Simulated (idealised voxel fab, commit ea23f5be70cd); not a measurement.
Process module name: voxel lift off
Displayed cross-section: cut, width of 155 nm, square cells sized 5 nm.
In this document a cross-section is written as a grid of square cells. It is given as a series of bands, listed from the top down, and a band is one or more rows of cells.
A band entry consists of two parts. The first gives the height of the band's top and the height of its bottom, in nm. The rest lists the band's materials from left to right, each with its width in nm. A single material labelled with the word "full width" fills the band from edge to edge, and the word "empty" marks empty space.
Below 0: as-received wafer, all one material; heights counted from there. Lowest band: no bottom, goes on down, written "top 0, no bottom".
A width given as "30->40" starts at the first number in the band's top row and ends at the second number in its bottom row, shifting by an equal amount at every step from row to row.
"nothing different" after a step means that no cell of the cross-section changed.
What "Sealed-off cavities" gives you is every empty space of 8 cells or more that is cut off from the top. Each appears as width x height at distance, with the distance taken from the left edge and width, height and distance all in nm.
Past the settings on a step's line: simulator remark, on that step.
When a step includes a mask, the "overlay nm" setting on its line states how far to the right of its planned place that mask lay, and negative values state how far to the left.

This section lists the process steps that were planned:
step 1: op RECEIVE | material Si
step 2: op CONFORMAL_DEP | material SiO2 | thk nm 15
step 3: op PATTERN | tone open | mask id LINES | material resist | width nm 20 | pitch nm 50 | thk nm 30 | overlay nm 0
step 4: op DIRECTIONAL_DEP | material Ru | thk nm 15
step 5: op STRIP | etch materials resist
step 6: op CONFORMAL_DEP | material SiCN | thk nm 10

Cross-section: wafer on arrival = after step 1:
	top 0, no bottom = Si full width
	Sealed-off cavities: none

First wafer at the end, as planned:
	top 40, bottom 30 = 5 empty | 40 SiCN | 10 empty | 40 SiCN | 10 empty | 40 SiCN | 10 empty
	top 30, bottom 25 = 5 empty | 10 SiCN | 20 Ru | 10 SiCN | 10 empty | 10 SiCN | 20 Ru | 10 SiCN | 10 empty | 10 SiCN | 20 Ru | 10 SiCN | 10 empty
	top 25, bottom 15 = 15 SiCN | 20 Ru | 30 SiCN | 20 Ru | 30 SiCN | 20 Ru | 20 SiCN
	top 15, bottom 0 = SiO2 full width
	top 0, no bottom = Si full width
	Sealed-off cavities: none

Second wafer through the module, sectioned at the end: same beginning and same plan as the first wafer, with one mistake in carrying it out:
	top 40, bottom 30 = 10 empty | 35 SiCN | 15 empty | 35 SiCN | 15 empty | 35 SiCN | 10 empty
	top 30, bottom 25 = 10 empty | 10 SiCN | 15 Ru | 10 SiCN | 15 empty | 10 SiCN | 15 Ru | 10 SiCN | 15 empty | 10 SiCN | 15 Ru | 10 SiCN | 10 empty
	top 25, bottom 15 = 20 SiCN | 15 Ru | 35 SiCN | 15 Ru | 35 SiCN | 15 Ru | 20 SiCN
	top 15, bottom 0 = SiO2 full width
	top 0, no bottom = Si full width
	Sealed-off cavities: none
What was done differently from what was planned? step 3 went in with a setting other than planned; the actual run was op PATTERN | tone open | mask id LINES | material resist | width nm 15 | pitch nm 50 | thk nm 30 | overlay nm 0
Upon completion, the second wafer contains, in terms of cells, a greater or smaller amount of certain materials than the first wafer: -9 Ru
